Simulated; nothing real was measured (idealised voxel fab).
The name of this process module is voxel transistor to metal.
The figure presents cross-section cut, which has a width of 150 nm and is divided into square cells with an edge length of 5 nm.
Bands, listed from the top down, are how a cross-section gets written in this document; the cross-section itself is a grid of square cells, and a band is one or more rows of them. In this notation a band is specified by the heights of its top and bottom, in that order and in nm, after which its materials appear from left to right, each paired with its width in nm. The word "all across" attached to a single material means that material fills the band from edge to edge; the word "air" stands for empty space. For the purposes of this specification, 0 denotes the height below which the wafer in its as-received condition is composed wholly of one material, and the lowermost band, lacking a lower limit, extends downward without end, as expressed in "0 and below". Note: "30->40" means the width goes from the first number (top row of the band) to the second number (bottom row) in equal steps per row of cells. The cross-section has no changed cell in any step marked "everything unchanged". Closed-off voids of 8+ cells (no open route to the top) go in "Enclosed internal cavities", written width x height at distance from the left edge, in nm. Anything after a step's settings on that line? It's the simulator's own note about the step. overlay nm: right-of-plan distance of the mask on a masked step; negative values mean left-of-plan.
[plan]
1. RECEIVE with material Si
2. OXIDIZE with depth nm 5
3. CONFORMAL_DEP with material SiN, thk nm 15
4. DIRECTIONAL_DEP with material aC, thk nm 15
5. PATTERN with tone cover, mask id ACTIVE, material resist, width nm 110, thk nm 30, overlay nm 0
6. DIRECTIONAL_ETCH with etch materials aC, depth nm 15
7. STRIP with etch materials resist
8. DIRECTIONAL_ETCH with etch materials SiN, depth nm 15
9. DIRECTIONAL_ETCH with etch materials SiO2, depth nm 5
10. DIRECTIONAL_ETCH with etch materials Si, depth nm 20
11. STRIP with etch materials aC
12. OXIDIZE with depth nm 5
13. FILL_DEP with material SiO2, thk nm 10
14. CMP with height nm 15
15. SELECTIVE_ETCH with etch materials SiO2, depth nm 5
16. STRIP with etch materials SiN
17. SELECTIVE_ETCH with etch materials SiO2, depth nm 5
18. OXIDIZE with depth nm 5
19. DIRECTIONAL_DEP with material polySi, thk nm 20
20. DIRECTIONAL_DEP with material SiCN, thk nm 10
21. DIRECTIONAL_DEP with material aC, thk nm 15
22. PATTERN with tone cover, mask id GATE, material resist, width nm 30, thk nm 35, overlay nm 0
23. DIRECTIONAL_ETCH with etch materials aC, depth nm 15
24. STRIP with etch materials resist
25. DIRECTIONAL_ETCH with etch materials SiCN, depth nm 20
26. DIRECTIONAL_ETCH with etch materials polySi, depth nm 30
27. STRIP with etch materials aC
28. CONFORMAL_DEP with material SiO2, thk nm 5
29. DIRECTIONAL_ETCH with etch materials SiO2, depth nm 5
30. CONFORMAL_DEP with material SiN, thk nm 5
31. DIRECTIONAL_ETCH with etch materials SiN, depth nm 5
32. DIRECTIONAL_ETCH with etch materials SiO2, depth nm 5
33. DIRECTIONAL_ETCH with etch materials Si, depth nm 15
34. EPI with material SiGe, thk nm 15
35. FILL_DEP with material SiO2, thk nm 5
36. CMP with height nm 15
37. STRIP with etch materials polySi
38. SELECTIVE_ETCH with etch materials SiO2, depth nm 5
39. CONFORMAL_DEP with material HfO2, thk nm 5
40. CONFORMAL_DEP with material TiN, thk nm 5
41. FILL_DEP with material W, thk nm 5
42. CMP with height nm 10
43. DIRECTIONAL_DEP with material SiO2, thk nm 15
44. PATTERN with tone open, mask id CONTACT, material resist, width nm 15, pitch nm 85, thk nm 20, overlay nm 0
45. DIRECTIONAL_ETCH with etch materials SiO2, depth nm 35
46. STRIP with etch materials resist
47. CONFORMAL_DEP with material TiN, thk nm 5
48. FILL_DEP with material W, thk nm 10
49. CMP with height nm 25
50. CONFORMAL_DEP with material SiN, thk nm 5
51. DIRECTIONAL_DEP with material SiO2, thk nm 25
52. PATTERN with tone open, mask id METAL_1, material resist, width nm 15, pitch nm 85, thk nm 15, overlay nm 0
53. DIRECTIONAL_ETCH with etch materials SiO2, depth nm 25
54. DIRECTIONAL_ETCH with etch materials SiN, depth nm 5
55. STRIP with etch materials resist
56. CONFORMAL_DEP with material TiN, thk nm 5
57. FILL_DEP with material Cu, thk nm 10
58. CMP with height nm 55
59. EPI with material Ru, thk nm 5
60. FILL_DEP with material SiCN, thk nm 5
61. DIRECTIONAL_DEP with material lowk, thk nm 35
62. DIRECTIONAL_DEP with material aC, thk nm 10
63. PATTERN with tone open, mask id METAL_2, material resist, width nm 15, pitch nm 85, thk nm 25, overlay nm -10
64. DIRECTIONAL_ETCH with etch materials aC, depth nm 10
65. STRIP with etch materials resist
66. DIRECTIONAL_ETCH with etch materials lowk, depth nm 20
67. STRIP with etch materials aC
68. DIRECTIONAL_DEP with material aC, thk nm 15
69. PATTERN with tone open, mask id METAL_2_HOLES, material resist, width nm 15, pitch nm 85, thk nm 35, overlay nm 0
70. DIRECTIONAL_ETCH with etch materials aC, depth nm 15
71. STRIP with etch materials resist
72. DIRECTIONAL_ETCH with etch materials lowk, depth nm 15
73. DIRECTIONAL_ETCH with etch materials SiCN, depth nm 5
74. STRIP with etch materials aC
75. CONFORMAL_DEP with material TiN, thk nm 5
76. FILL_DEP with material Cu, thk nm 5
77. CMP with height nm 100
78. CONFORMAL_DEP with material SiCN, thk nm 5
Among the wafers covered here, the point of difference is the overlay nm at step 63; their starting state is shared, and the plan presents the value of the first wafer.
[After step 1, as received: first of several wafers, cross-section]
> 0 and below | Si all across
> Enclosed internal cavities: none
[Here is the cross-section of the first of several wafers at the end of the module, after its last step, step 78]
> 105 down to 100 | SiCN all across
> 100 down to 90 | 15 of lowk  5 of TiN  15 of Cu  5 of TiN  60 of lowk  5 of TiN  15 of Cu  5 of TiN  25 of lowk
> 90 down to 85 | 15 of lowk  5 of TiN  5 of Cu  15 of TiN  60 of lowk  5 of TiN  5 of Cu  15 of TiN  25 of lowk
> 85 down to 80 | 15 of lowk  15 of TiN  70 of lowk  15 of TiN  35 of lowk
> 80 down to 65 | 25 of lowk  5 of TiN  80 of lowk  5 of TiN  35 of lowk
> 65 down to 60 | 25 of SiCN  5 of TiN  80 of SiCN  5 of TiN  35 of SiCN
> 60 down to 55 | 20 of SiCN  25 of Ru  60 of SiCN  25 of Ru  20 of SiCN
> 55 down to 30 | 25 of SiO2  5 of TiN  5 of Cu  5 of TiN  70 of SiO2  5 of TiN  5 of Cu  5 of TiN  25 of SiO2
> 30 down to 25 | 25 of SiN  15 of TiN  70 of SiN  15 of TiN  25 of SiN
> 25 down to 10 | 25 of SiO2  5 of TiN  5 of W  5 of TiN  70 of SiO2  5 of TiN  5 of W  5 of TiN  25 of SiO2
> 10 down to 5 | 25 of SiO2  15 of TiN  10 of SiO2  5 of SiN  5 of HfO2  5 of TiN  20 of W  5 of TiN  5 of HfO2  5 of SiN  10 of SiO2  15 of TiN  25 of SiO2
> 5 down to 0 | 20 of SiO2  5 of SiN  10 of TiN  15 of SiGe  5 of SiN  5 of HfO2  5 of TiN  20 of W  5 of TiN  5 of HfO2  5 of SiN  15 of SiGe  10 of TiN  5 of SiN  20 of SiO2
> 0 down to -5 | 20 of SiO2  5 of SiN  10 of TiN  15 of SiGe  5 of SiN  5 of HfO2  30 of TiN  5 of HfO2  5 of SiN  15 of SiGe  10 of TiN  5 of SiN  20 of SiO2
> -5 down to -10 | 25 of SiO2  10 of TiN  15 of SiGe  5 of SiO2  40 of HfO2  5 of SiO2  15 of SiGe  10 of TiN  25 of SiO2
> -10 down to -25 | 25 of SiO2  25 of SiGe  50 of Si  25 of SiGe  25 of SiO2
> -25 down to -30 | 25 of SiO2  100 of Si  25 of SiO2
> -30 and below | Si all across
> Enclosed internal cavities: none
[Last wafer of the set, cross-sectioned at end of module]
> 105 down to 100 | SiCN all across
> 100 down to 90 | 25 of lowk  5 of TiN  15 of Cu  5 of TiN  60 of lowk  5 of TiN  15 of Cu  5 of TiN  15 of lowk
> 90 down to 85 | 25 of lowk  15 of TiN  5 of Cu  5 of TiN  60 of lowk  15 of TiN  5 of Cu  5 of TiN  15 of lowk
> 85 down to 80 | 35 of lowk  15 of TiN  70 of lowk  15 of TiN  15 of lowk
> 80 down to 65 | 35 of lowk  5 of TiN  80 of lowk  5 of TiN  25 of lowk
> 65 down to 60 | 35 of SiCN  5 of TiN  80 of SiCN  5 of TiN  25 of SiCN
> 60 down to 55 | 20 of SiCN  25 of Ru  60 of SiCN  25 of Ru  20 of SiCN
> 55 down to 30 | 25 of SiO2  5 of TiN  5 of Cu  5 of TiN  70 of SiO2  5 of TiN  5 of Cu  5 of TiN  25 of SiO2
> 30 down to 25 | 25 of SiN  15 of TiN  70 of SiN  15 of TiN  25 of SiN
> 25 down to 10 | 25 of SiO2  5 of TiN  5 of W  5 of TiN  70 of SiO2  5 of TiN  5 of W  5 of TiN  25 of SiO2
> 10 down to 5 | 25 of SiO2  15 of TiN  10 of SiO2  5 of SiN  5 of HfO2  5 of TiN  20 of W  5 of TiN  5 of HfO2  5 of SiN  10 of SiO2  15 of TiN  25 of SiO2
> 5 down to 0 | 20 of SiO2  5 of SiN  10 of TiN  15 of SiGe  5 of SiN  5 of HfO2  5 of TiN  20 of W  5 of TiN  5 of HfO2  5 of SiN  15 of SiGe  10 of TiN  5 of SiN  20 of SiO2
> 0 down to -5 | 20 of SiO2  5 of SiN  10 of TiN  15 of SiGe  5 of SiN  5 of HfO2  30 of TiN  5 of HfO2  5 of SiN  15 of SiGe  10 of TiN  5 of SiN  20 of SiO2
> -5 down to -10 | 25 of SiO2  10 of TiN  15 of SiGe  5 of SiO2  40 of HfO2  5 of SiO2  15 of SiGe  10 of TiN  25 of SiO2
> -10 down to -25 | 25 of SiO2  25 of SiGe  50 of Si  25 of SiGe  25 of SiO2
> -25 down to -30 | 25 of SiO2  100 of Si  25 of SiO2
> -30 and below | Si all across
> Enclosed internal cavities: none
[wafer rows; end of module; cells per material since receipt: (+) gained, (-) lost; then closed voids]
overlay nm -10 | +24 Cu | +14 HfO2 | +10 Ru | -130 Si | +78 SiCN | +48 SiGe | +34 SiN | +274 SiO2 | +96 TiN | +14 W | +168 lowk | Enclosed internal cavities: none
overlay nm -5 | +20 Cu | +14 HfO2 | +10 Ru | -130 Si | +76 SiCN | +48 SiGe | +34 SiN | +274 SiO2 | +102 TiN | +14 W | +168 lowk | Enclosed internal cavities: none
overlay nm 0 | +24 Cu | +14 HfO2 | +10 Ru | -130 Si | +74 SiCN | +48 SiGe | +34 SiN | +274 SiO2 | +100 TiN | +14 W | +168 lowk | Enclosed internal cavities: none
overlay nm 5 | +20 Cu | +14 HfO2 | +10 Ru | -130 Si | +76 SiCN | +48 SiGe | +34 SiN | +274 SiO2 | +102 TiN | +14 W | +168 lowk | Enclosed internal cavities: none
overlay nm 10 | +24 Cu | +14 HfO2 | +10 Ru | -130 Si | +78 SiCN | +48 SiGe | +34 SiN | +274 SiO2 | +96 TiN | +14 W | +168 lowk | Enclosed internal cavities: none
